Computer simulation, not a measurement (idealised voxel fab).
process module | voxel self aligned vias
cross-section cut | 255 nm wide | cells 5 nm
A cross-section is a grid of square cells, given in bands from the top down. A band is one or more rows of cells.
Each band's line starts with the height of the band's top and of its bottom, in nm. Then come its materials from left to right, each with its width in nm. One material with "throughout" fills the band from edge to edge. "air" is empty space.
Height 0 is the level under which the wafer as received is all one material. The lowest band goes on downwards, as in "0 down".
A width such as "30 to 40" changes by the same amount from each row of cells to the next, from the band's top row to its bottom row.
"no change" after a step means that no cell of the cross-section changed.
closed voids: empty space of 8 cells or more with no open way to the top, each as width x height at its distance from the left edge, in nm
after a step's settings: what the simulator itself notes on the step
overlay nm, on a step with a mask: how far to the right of its planned place the mask lay; to the left if negative
plan
1 op RECEIVE | material Si
2 op CONFORMAL_DEP | material SiO2 | thk nm 15
3 op CONFORMAL_DEP | material SiCN | thk nm 5
4 op DIRECTIONAL_DEP | material SiO2 | thk nm 25
5 op PATTERN | tone open | mask id LINES | material resist | width nm 30 | pitch nm 70 | thk nm 20 | overlay nm 0
6 op DIRECTIONAL_ETCH | etch materials SiO2 | depth nm 25
7 op STRIP | etch materials resist
8 op CONFORMAL_DEP | material TiN | thk nm 5
9 op FILL_DEP | material W | thk nm 5
10 op CMP | height nm 45
11 op SELECTIVE_ETCH | etch materials W Ru TiN | depth nm 5
12 op FILL_DEP | material SiN | thk nm 5
13 op CMP | height nm 45
14 op DIRECTIONAL_DEP | material SiO2 | thk nm 20
15 op PATTERN | tone open | mask id VIAS | material resist | width nm 40 | pitch nm 70 | thk nm 20 | overlay nm 0
16 op DIRECTIONAL_ETCH | etch materials SiO2 | depth nm 20
17 op DIRECTIONAL_ETCH | etch materials SiN | depth nm 5
18 op STRIP | etch materials resist
19 op CONFORMAL_DEP | material TiN | thk nm 5
20 op FILL_DEP | material W | thk nm 5
21 op CMP | height nm 65
22 op CONFORMAL_DEP | material SiN | thk nm 5
as received, after step 1
  0 down: Si throughout
  closed voids: none
a wafer at the end: this start, this plan, one mistake
  70 to 65: SiN throughout
  65 to 45: SiO2 70 | TiN 5 | W 30 | TiN 5 | SiO2 30 | TiN 5 | W 30 | TiN 5 | SiO2 75
  45 to 40: SiN 70 | TiN 40 | SiN 30 | TiN 40 | SiN 75
  40 to 25: SiO2 75 | TiN 5 | W 20 | TiN 5 | SiO2 40 | TiN 5 | W 20 | TiN 5 | SiO2 80
  25 to 20: SiO2 75 | TiN 30 | SiO2 40 | TiN 30 | SiO2 80
  20 to 15: SiCN throughout
  15 to 0: SiO2 throughout
  0 down: Si throughout
  closed voids: none
what went wrong: step 4 ran as: op DIRECTIONAL_DEP | material SiO2 | thk nm 20
